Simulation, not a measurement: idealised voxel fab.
Process module under the name voxel released beams
Section shown: cut. Width: 145 nm. Cell size: 5 nm, square.
Cross-sections here: square-cell grids, written as top-down lists of bands, a band being one or more rows of cells. For a band, the entry starts with two heights in nm, that of the top and then that of the bottom, and carries on with the band's materials in order from left to right, each alongside its width in nm; the word "edge to edge" beside a single material means it fills the band edge to edge, and "air" means empty space. The level at which height equals 0 is the one under which the wafer, as it arrives, is entirely one material. No lower edge exists for the bottom band, which continues downward and is notated as in "z 0 and below". The expression "30->40" gives the width at the extremes of the band, the first number at its top row of cells and the second at its bottom row, with the width changing by equal amounts from each row to the next in between. Reading "nothing different" for a step: not a cell of the cross-section changed in it. Listed in "Voids lacking openings": every empty space of 8 or more cells without an open way to the top. Form: width x height at distance, the distance being from the left edge, all in nm. Formally, on a step line, whatever follows the settings is a remark that the simulator itself makes on the step. overlay nm: on a step with a mask, how far right of its planned place the mask lay; negative means left.
Planned process steps:
1,RECEIVE (material Si)
2,CONFORMAL_DEP (material Al2O3; thk nm 10)
3,DIRECTIONAL_DEP (material SiO2; thk nm 10)
4,MASKED_ETCH (tone open; mask id ANCHOR; width nm 40; etch materials SiO2; depth nm 10; overlay nm 0)
5,CONFORMAL_DEP (material SiN; thk nm 15)
6,MASKED_ETCH (tone cover; mask id BEAM; width nm 85; etch materials SiN; depth nm 15; overlay nm 0)
7,STRIP (etch materials SiO2)
Cross-sectional view of the wafer in its as-received condition, corresponding to the state after step 1:
z 0 and below: Si edge to edge
Voids lacking openings: none
Result of the module, cross-sectioned: start per above, plan per above, one error in how it was run:
z 20 to 10: air 30 | SiN 15 | air 10 | SiN 15 | air 75
z 10 to 0: Al2O3 edge to edge
z 0 and below: Si edge to edge
Voids lacking openings: none
The mistake made against the process plan was this: step 6, actual vs plan mismatch, actual run MASKED_ETCH (tone open; mask id BEAM; width nm 85; etch materials SiN; depth nm 15; overlay nm 0)
